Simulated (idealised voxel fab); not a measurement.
Documented hereafter: the process module known as voxel self aligned contacts.
The cross-section shown here is cut; it is 275 nm wide and divided into square cells measuring 5 nm on a side.
The cross-sections in this document take the form of a grid made of square cells. They are written out as bands, in order from top to bottom. Each band consists of one or more rows of cells. Read a band's entry like this: the first values are the height of its top and the height of its bottom in nm, and what follows is the sequence of materials from left to right, each with its width in nm. Note that "blank" is empty space, and that a single material marked "edge to edge" reaches across the band from edge to edge. Beneath 0, the wafer as received is one material, and that level is where height counting begins. The lowest band goes on downward without a bottom; it is written like "0 and below". Think of "30->40" as a width that walks from the first number to the second as you go down the band, top row to bottom row, taking equal-sized steps from row to row. "all unchanged", as given for a step, is the statement that not any cell of the cross-section underwent a change during that step. "Unvented internal voids": empty spaces of 8 cells or more with no open way to the top, each given as width x height at distance, distance from the left edge, all in nm. Past the settings on a step's line: simulator remark, on that step. A step line may carry the setting "overlay nm", which, for steps involving a mask, states the distance by which the mask lay to the right of its intended position; negative values denote displacement to the left.

-- Intended process steps
| 1 | RECEIVE | material Si |
| 2 | OXIDIZE | depth nm 5 |
| 3 | DIRECTIONAL_DEP | material polySi | thk nm 30 |
| 4 | DIRECTIONAL_DEP | material SiN | thk nm 20 |
| 5 | PATTERN | tone cover | mask id GATE | material resist | width nm 35 | pitch nm 70 | thk nm 20 | overlay nm 0 |
| 6 | DIRECTIONAL_ETCH | etch materials SiN | depth nm 20 |
| 7 | DIRECTIONAL_ETCH | etch materials polySi | depth nm 30 |
| 8 | STRIP | etch materials resist |
| 9 | CONFORMAL_DEP | material SiN | thk nm 5 |
| 10 | DIRECTIONAL_ETCH | etch materials SiN | depth nm 5 |
| 11 | FILL_DEP | material SiO2 | thk nm 15 |
| 12 | CMP | height nm 60 |
| 13 | PATTERN | tone open | mask id CONTACT | material resist | width nm 55 | pitch nm 70 | thk nm 20 | overlay nm 0 |
| 14 | DIRECTIONAL_ETCH | etch materials SiO2 | depth nm 65 |
| 15 | STRIP | etch materials resist |
| 16 | CONFORMAL_DEP | material TiN | thk nm 5 |
| 17 | FILL_DEP | material W | thk nm 5 |
| 18 | CMP | height nm 60 |
| 19 | CONFORMAL_DEP | material SiN | thk nm 5 |

-- As-received state of the wafer in cross-section, equivalent to post-step 1
> 0 and below | Si edge to edge
> Unvented internal voids: none

-- This is how the wafer looks in cross-section once the module is done, given the starting state and plan above and one mistake in carrying the plan out
> 65 down to 60 | SiN edge to edge
> 60 down to 50 | 75 nm SiO2 | 5->20 nm TiN | 45->15 nm W | 5->20 nm TiN | 15 nm SiO2 | 5->20 nm TiN | 45->15 nm W | 5->20 nm TiN | 75 nm SiO2
> 50 down to 30 | 45 nm SiO2 | 45 nm SiN | 5 nm TiN | 15 nm W | 5 nm TiN | 45 nm SiN | 5 nm TiN | 15 nm W | 5 nm TiN | 45 nm SiN | 45 nm SiO2
> 30 down to 5 | 45 nm SiO2 | 5 nm SiN | 35 nm polySi | 5 nm SiN | 5 nm TiN | 15 nm W | 5 nm TiN | 5 nm SiN | 35 nm polySi | 5 nm SiN | 5 nm TiN | 15 nm W | 5 nm TiN | 5 nm SiN | 35 nm polySi | 5 nm SiN | 45 nm SiO2
> 5 down to 0 | 45 nm SiO2 | 5 nm SiN | 35 nm polySi | 5 nm SiN | 25 nm TiN | 5 nm SiN | 35 nm polySi | 5 nm SiN | 25 nm TiN | 5 nm SiN | 35 nm polySi | 5 nm SiN | 45 nm SiO2
> 0 and below | Si edge to edge
> Unvented internal voids: none
The mistake made against the process plan was this: step 2 of the plan: omitted, not performed
